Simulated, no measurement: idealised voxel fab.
voxel fin reveal: a process module
The figure presents cross-section cut, which has a width of 180 nm and is divided into square cells with an edge length of 5 nm.
In what follows, cross-sections appear as grids of square cells, described through bands that run from the top down, where every band is one or more rows of cells.
Heights first: top, then bottom, in nm. Then materials, left to right, each with a width in nm. "everywhere" on a single material: fills the band edge to edge. "blank": empty space.
Height 0 is the level under which the wafer as received is all one material. The lowest band goes on downwards, as in "0 nm and below".
Graded width ("30->40"): value in top row of band = first number; value in bottom row = second number; row-to-row change constant.
Step marked "nothing got changed"? Then no cell in the cross-section changed in it.
Empty spaces counting at least 8 cells and having no open way to the top are listed in "Enclosed cavity list". The notation width x height at distance is used for each, the distance being from the left edge and all three values in nm.
Anything after a step's settings on that line? It's the simulator's own note about the step.
The setting "overlay nm" may be written on the line of a step. When the step uses a mask, the value reports how far to the right of the planned place the mask lay, and a negative value reports that it lay to the left.
## plan
- 1: RECEIVE | material Si
- 2: CONFORMAL_DEP | material SiN | thk nm 10
- 3: MASKED_ETCH | tone cover | mask id FINS | width nm 15 | pitch nm 40 | etch materials SiN | depth nm 10 | overlay nm 0
- 4: MASKED_ETCH | tone cover | mask id FINS | width nm 15 | pitch nm 40 | etch materials Si | depth nm 35 | overlay nm 0
- 5: OXIDIZE | depth nm 5
- 6: FILL_DEP | material SiO2 | thk nm 5
- 7: CMP | height nm 10
- 8: SELECTIVE_ETCH | etch materials SiO2 | depth nm 25
- 9: STRIP | etch materials SiN
- 10: CONFORMAL_DEP | material HfO2 | thk nm 5
## Received-state cross-section, reflecting completion of step 1
> 0 nm and below: Si everywhere
> Enclosed cavity list: none
## Starting wafer: above. Plan: above. Run: one mistake. Cross-section after the module: below
> 5 nm to 0 nm: 50 of blank, then 15 of HfO2, then 25 of blank, then 15 of HfO2, then 75 of blank
> 0 nm to -10 nm: 50 of blank, then 5 of HfO2, then 5->15 of Si, then 15->5 of HfO2, then 15 of blank, then 5 of HfO2, then 5->15 of Si, then 15->5 of HfO2, then 65 of blank
> -10 nm to -15 nm: 55 of HfO2, then 15 of Si, then 25 of HfO2, then 15 of Si, then 70 of HfO2
> -15 nm to -40 nm: 55 of SiO2, then 15 of Si, then 25 of SiO2, then 15 of Si, then 70 of SiO2
> -40 nm and below: Si everywhere
> Enclosed cavity list: none
Heads up, the wafer didn't run the way we planned it: not per plan at step 3, really ran MASKED_ETCH | tone cover | mask id FINS | width nm 15 | pitch nm 40 | etch materials SiN | depth nm 10 | overlay nm -10
